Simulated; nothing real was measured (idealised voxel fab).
The process module that follows is named voxel wiring stack.
We display cut, a cross-section 245 nm in width whose square cells are each 5 nm.
In this document a cross-section is written as a grid of square cells. It is given as a series of bands, listed from the top down, and a band is one or more rows of cells. This entry defines a band. It first specifies the height of the band's top and the height of its bottom in nm, and then specifies the band's materials from left to right, stating each material with its width in nm. The word "all across" identifies a single material that fills the band from edge to edge, while the word "air" identifies empty space. It should be noted that heights are counted from 0, beneath which the wafer as supplied is of one material throughout, and that the lowest band possesses no lower boundary but continues downward, as written in "z 0 and below". The two numbers in a width such as "30 to 40" mark its ends across the band: the first belongs to the top row of cells, the second to the bottom row, and from each row to the next the width moves by the same amount. Where a step carries "remained unchanged", the cross-section came out of it unchanged, cell for cell. So "Closed-off voids" is basically the list of trapped voids: any empty space of 8 cells or more that can't reach the top through an opening. They're written width x height at distance, the distance being from the left edge, and it's all nm. If you see something after the settings on a step's line, that's the simulator's own remark about that step. What "overlay nm" on a step's line means: if the step has a mask, that mask lay this far to the right of its planned place, or, when the value is negative, to the left.

### Process steps (planned)
| 1 | RECEIVE, material Si |
| 2 | CONFORMAL_DEP, material SiO2, thk nm 10 |
| 3 | DIRECTIONAL_DEP, material TiN, thk nm 5 |
| 4 | DIRECTIONAL_DEP, material Ru, thk nm 15 |
| 5 | MASKED_ETCH, tone cover, mask id METAL_1, width nm 20, pitch nm 50, etch materials Ru, depth nm 15, overlay nm 0 |
| 6 | MASKED_ETCH, tone cover, mask id METAL_1, width nm 20, pitch nm 50, etch materials TiN, depth nm 5, overlay nm 0 |
| 7 | CONFORMAL_DEP, material SiN, thk nm 5 |
| 8 | FILL_DEP, material SiO2, thk nm 5 |
| 9 | CMP, height nm 30 |
| 10 | CONFORMAL_DEP, material SiCN, thk nm 5 |
| 11 | DIRECTIONAL_DEP, material lowk, thk nm 25 |
| 12 | DIRECTIONAL_DEP, material aC, thk nm 10 |
| 13 | PATTERN, tone open, mask id METAL_2_HOLES, material resist, width nm 15, pitch nm 100, thk nm 30, overlay nm 0 |
| 14 | DIRECTIONAL_ETCH, etch materials aC, depth nm 10 |
| 15 | STRIP, etch materials resist |
| 16 | DIRECTIONAL_ETCH, etch materials lowk, depth nm 25 |
| 17 | STRIP, etch materials aC |
| 18 | PATTERN, tone open, mask id METAL_2, material resist, width nm 20, pitch nm 50, thk nm 15, overlay nm 0 |
| 19 | DIRECTIONAL_ETCH, etch materials lowk, depth nm 15 |
| 20 | DIRECTIONAL_ETCH, etch materials SiCN, depth nm 5 |
| 21 | STRIP, etch materials resist |
| 22 | CONFORMAL_DEP, material TiN, thk nm 5 |
| 23 | FILL_DEP, material Cu, thk nm 10 |
| 24 | CMP, height nm 60 |
| 25 | CONFORMAL_DEP, material SiCN, thk nm 5 |

### Step 1 complete: cross-section of the wafer as received
    z 0 and below: Si all across
    Closed-off voids: none

### Starting wafer: above. Plan: above. Run: one mistake. Cross-section after the module: below
    z 65 to 60: SiCN all across
    z 60 to 50: 30 nm lowk  5 nm TiN  15 nm Cu  5 nm TiN  30 nm lowk  5 nm TiN  10 nm Cu  5 nm TiN  25 nm lowk  5 nm TiN  15 nm Cu  5 nm TiN  30 nm lowk  5 nm TiN  10 nm Cu  5 nm TiN  40 nm lowk
    z 50 to 45: 30 nm lowk  5 nm TiN  5 nm Cu  15 nm TiN  30 nm lowk  20 nm TiN  25 nm lowk  5 nm TiN  5 nm Cu  15 nm TiN  30 nm lowk  20 nm TiN  40 nm lowk
    z 45 to 40: 30 nm lowk  5 nm TiN  5 nm Cu  5 nm TiN  85 nm lowk  5 nm TiN  5 nm Cu  5 nm TiN  100 nm lowk
    z 40 to 35: 30 nm lowk  15 nm TiN  85 nm lowk  15 nm TiN  100 nm lowk
    z 35 to 30: 35 nm SiCN  10 nm TiN  90 nm SiCN  10 nm TiN  100 nm SiCN
    z 30 to 15: 30 nm SiO2  5 nm SiN  20 nm Ru  5 nm SiN  20 nm SiO2  5 nm SiN  20 nm Ru  5 nm SiN  20 nm SiO2  5 nm SiN  20 nm Ru  5 nm SiN  20 nm SiO2  5 nm SiN  20 nm Ru  5 nm SiN  35 nm SiO2
    z 15 to 10: 35 nm SiN  20 nm TiN  30 nm SiN  20 nm TiN  30 nm SiN  20 nm TiN  30 nm SiN  20 nm TiN  40 nm SiN
    z 10 to 0: SiO2 all across
    z 0 and below: Si all across
    Closed-off voids: none
What was done differently from what was planned? step 13 deviated from plan and actually ran as PATTERN, tone open, mask id METAL_2_HOLES, material resist, width nm 15, pitch nm 100, thk nm 30, overlay nm -5
